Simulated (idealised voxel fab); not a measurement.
The following process module bears the name voxel double patterning.
Section shown: cut. Width: 195 nm. Cell size: 5 nm, square.
Bands, listed from the top down, are how a cross-section gets written in this document; the cross-section itself is a grid of square cells, and a band is one or more rows of them.
The entry gives the band's vertical extent as a top height and a bottom height in nm, then its horizontal make-up as materials from left to right, each with a width in nm. "blank" stands for empty space; a single material marked "full width" fills the band edge to edge.
Heights from 0 (as-received wafer is one material below). Bottom band endless downward, as "0 and below".
Width "30..40": first value at the band's top row of cells, second value at its bottom row, equal change from row to row.
Step marked "remains unaltered"? Then no cell in the cross-section changed in it.
For the entry "Trapped voids", the listed items are empty spaces with no open way to the top whose size is 8 cells or more; each item follows the pattern width x height at distance, where distance is from the left edge and all three are in nm.
If you see something after the settings on a step's line, that's the simulator's own remark about that step.
Regarding "overlay nm": on a step with a mask, it is the distance the mask lay to the right of its planned place; a negative value places it to the left.

THESE ARE THE STEPS WE PLANNED FOR THE PROCESS
| 1 | RECEIVE (material Si) |
| 2 | CONFORMAL_DEP (material SiO2; thk nm 5) |
| 3 | DIRECTIONAL_DEP (material polySi; thk nm 10) |
| 4 | DIRECTIONAL_DEP (material SiCN; thk nm 10) |
| 5 | MASKED_ETCH (tone open; mask id FIRST; width nm 15; pitch nm 50; etch materials SiCN; depth nm 10; overlay nm 0) |
| 6 | PATTERN (tone open; mask id SECOND; material resist; width nm 15; thk nm 15; overlay nm 0) |
| 7 | DIRECTIONAL_ETCH (etch materials SiCN; depth nm 10) |
| 8 | STRIP (etch materials resist) |
| 9 | DIRECTIONAL_ETCH (etch materials polySi; depth nm 10) |
| 10 | STRIP (etch materials SiCN) |

SHOWN IN CROSS-SECTION IS THE WAFER AS RECEIVED, THAT IS, AS IT STANDS AFTER STEP 1
* 0 and below: Si full width
* Trapped voids: none

THE FOLLOWING CROSS-SECTION DEPICTS THE WAFER UPON CONCLUSION OF THE MODULE. PROCESSING COMMENCED FROM THE STARTING CONDITION ILLUSTRATED ABOVE AND ADHERED TO THE PLAN ILLUSTRATED ABOVE, SAVE FOR ONE MISTAKE IN EXECUTION
* 15 down to 5: polySi 65 nm | blank 15 nm | polySi 5 nm | blank 15 nm | polySi 15 nm | blank 15 nm | polySi 65 nm
* 5 down to 0: SiO2 full width
* 0 and below: Si full width
* Trapped voids: none
Nonconformance to the process plan: step 6 was run on a setting that differed from the plan, and what really ran there is PATTERN (tone open; mask id SECOND; material resist; width nm 15; thk nm 15; overlay nm -5)
